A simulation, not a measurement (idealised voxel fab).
This is a process module. Its name is voxel double patterning.
In the cross-section labelled cut, the width is 265 nm and each square cell is 5 nm.
The cross-sections in this document take the form of a grid made of square cells. They are written out as bands, in order from top to bottom. Each band consists of one or more rows of cells. The entry gives the band's vertical extent as a top height and a bottom height in nm, then its horizontal make-up as materials from left to right, each with a width in nm. "empty" stands for empty space; a single material marked "edge to edge" fills the band edge to edge. The level at which height equals 0 is the one under which the wafer, as it arrives, is entirely one material. No lower edge exists for the bottom band, which continues downward and is notated as in "0..down". The expression "30 to 40" gives the width at the extremes of the band, the first number at its top row of cells and the second at its bottom row, with the width changing by equal amounts from each row to the next in between. "nothing changed" means the step left every cell of the cross-section as it was. Entry "Unvented internal voids" = empty spaces >= 8 cells with no open way to the top; each as width x height at distance, distance from left edge, all nm. On each step's line, the part that comes after the settings is the simulator's own comment on the step. The "overlay nm" setting may appear on a step's line; for a step that uses a mask, it gives how far to the right of its planned position the mask lay, and a negative value indicates the left.
### The following list gives the planned process steps
- 1: RECEIVE | material Si
- 2: CONFORMAL_DEP | material SiO2 | thk nm 5
- 3: DIRECTIONAL_DEP | material W | thk nm 20
- 4: DIRECTIONAL_DEP | material SiCN | thk nm 10
- 5: PATTERN | tone open | mask id FIRST | material resist | width nm 15 | pitch nm 50 | thk nm 15 | overlay nm 0
- 6: DIRECTIONAL_ETCH | etch materials SiCN | depth nm 10
- 7: STRIP | etch materials resist
- 8: PATTERN | tone open | mask id SECOND | material resist | width nm 15 | thk nm 15 | overlay nm 0
- 9: DIRECTIONAL_ETCH | etch materials SiCN | depth nm 10
- 10: STRIP | etch materials resist
- 11: DIRECTIONAL_ETCH | etch materials W | depth nm 20
- 12: STRIP | etch materials SiCN
### Received-state cross-section, reflecting completion of step 1
* 0..down  Si edge to edge
* Unvented internal voids: none
### Cross-sectional view of the first of the two wafers upon completion of the module, processed in accordance with the plan
* 25..5  100 of W / 15 of empty / 10 of W / 15 of empty / 10 of W / 15 of empty / 100 of W
* 5..0  SiO2 edge to edge
* 0..down  Si edge to edge
* Unvented internal voids: none
### Wafer two (of two), end-of-module cross-section: start = wafer one, plan = wafer one, one run mistake
* 25..5  95 of W / 15 of empty / 15 of W / 15 of empty / 5 of W / 15 of empty / 105 of W
* 5..0  SiO2 edge to edge
* 0..down  Si edge to edge
* Unvented internal voids: none
It is concluded that the wafer was processed incorrectly with respect to the plan, in that the process deviated at step 5: the operation and settings actually run there were PATTERN | tone open | mask id FIRST | material resist | width nm 15 | pitch nm 50 | thk nm 15 | overlay nm -5
Cell counts per material: same on both final wafers. Positions: different.
